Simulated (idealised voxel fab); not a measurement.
process module | voxel double patterning
cross-section cut | 175 nm wide | cells 5 nm
A cross-section is a grid of square cells, given in bands from the top down. A band is one or more rows of cells.
Each band's line starts with the height of the band's top and of its bottom, in nm. Then come its materials from left to right, each with its width in nm. One material with "throughout" fills the band from edge to edge. "air" is empty space.
Height 0 is the level under which the wafer as received is all one material. The lowest band goes on downwards, as in "0 down".
A width such as "30 to 40" changes by the same amount from each row of cells to the next, from the band's top row to its bottom row.
"no change" after a step means that no cell of the cross-section changed.
closed voids: empty space of 8 cells or more with no open way to the top, each as width x height at its distance from the left edge, in nm
after a step's settings: what the simulator itself notes on the step
overlay nm, on a step with a mask: how far to the right of its planned place the mask lay; to the left if negative
plan
1 op RECEIVE | material Si
2 op CONFORMAL_DEP | material SiO2 | thk nm 10
3 op DIRECTIONAL_DEP | material TiN | thk nm 20
4 op DIRECTIONAL_DEP | material SiCN | thk nm 5
5 op PATTERN | tone open | mask id FIRST | material resist | width nm 15 | pitch nm 50 | thk nm 15 | overlay nm 0
6 op DIRECTIONAL_ETCH | etch materials SiCN | depth nm 5
7 op STRIP | etch materials resist
8 op PATTERN | tone open | mask id SECOND | material resist | width nm 15 | thk nm 15 | overlay nm 0
9 op DIRECTIONAL_ETCH | etch materials SiCN | depth nm 5
10 op STRIP | etch materials resist
11 op DIRECTIONAL_ETCH | etch materials TiN | depth nm 20
12 op STRIP | etch materials SiCN
first wafer, as planned
as received, after step 1
  0 down: Si throughout
  closed voids: none
after step 2
  10 to 0: SiO2 throughout
  below 0: unchanged
after step 3
  30 to 10: TiN throughout
  below 10: unchanged
after step 4
  35 to 30: SiCN throughout
  below 30: unchanged
after step 5
  50 to 35: resist 55 | air 15 | resist 35 | air 15 | resist 55
  below 35: unchanged
after step 6
  50 to 35: resist 55 | air 15 | resist 35 | air 15 | resist 55
  35 to 30: SiCN 55 | air 15 | SiCN 35 | air 15 | SiCN 55
  below 30: unchanged
after step 7
  35 to 30: SiCN 55 | air 15 | SiCN 35 | air 15 | SiCN 55
  below 30: unchanged
after step 8
  50 to 35: resist 80 | air 15 | resist 80
  35 to 30: SiCN 55 | resist 15 | SiCN 35 | resist 15 | SiCN 55
  below 30: unchanged
after step 9
  50 to 35: resist 80 | air 15 | resist 80
  35 to 30: SiCN 55 | resist 15 | SiCN 10 | air 15 | SiCN 10 | resist 15 | SiCN 55
  below 30: unchanged
after step 10
  35 to 30: SiCN 55 | air 15 | SiCN 10 | air 15 | SiCN 10 | air 15 | SiCN 55
  below 30: unchanged
after step 11
  35 to 30: SiCN 55 | air 15 | SiCN 10 | air 15 | SiCN 10 | air 15 | SiCN 55
  30 to 10: TiN 55 | air 15 | TiN 10 | air 15 | TiN 10 | air 15 | TiN 55
  below 10: unchanged
after step 12
  30 to 10: TiN 55 | air 15 | TiN 10 | air 15 | TiN 10 | air 15 | TiN 55
  below 10: unchanged
second wafer: like start, like plan, one mistake. Through step 4 it matches the first wafer
when step 5 should have ended
  50 to 35: air 55 | resist 15 | air 35 | resist 15 | air 55
  below 35: unchanged
when step 6 should have ended
  50 to 35: air 55 | resist 15 | air 35 | resist 15 | air 55
  35 to 30: air 55 | SiCN 15 | air 35 | SiCN 15 | air 55
  below 30: unchanged
when step 7 should have ended
  35 to 30: air 55 | SiCN 15 | air 35 | SiCN 15 | air 55
  below 30: unchanged
when step 8 should have ended
  50 to 35: resist 80 | air 15 | resist 80
  35 to 30: resist 55 | SiCN 15 | resist 10 | air 15 | resist 10 | SiCN 15 | resist 55
  below 30: unchanged
when step 9 should have ended: no change
when step 10 should have ended
  35 to 30: air 55 | SiCN 15 | air 35 | SiCN 15 | air 55
  below 30: unchanged
when step 11 should have ended
  35 to 30: air 55 | SiCN 15 | air 35 | SiCN 15 | air 55
  30 to 10: air 55 | TiN 15 | air 35 | TiN 15 | air 55
  below 10: unchanged
when step 12 should have ended
  30 to 10: air 55 | TiN 15 | air 35 | TiN 15 | air 55
  below 10: unchanged
what went wrong: step 5 ran as: op PATTERN | tone cover | mask id FIRST | material resist | width nm 15 | pitch nm 50 | thk nm 15 | overlay nm 0
at the end the second wafer has, in cells: 80 fewer of TiN
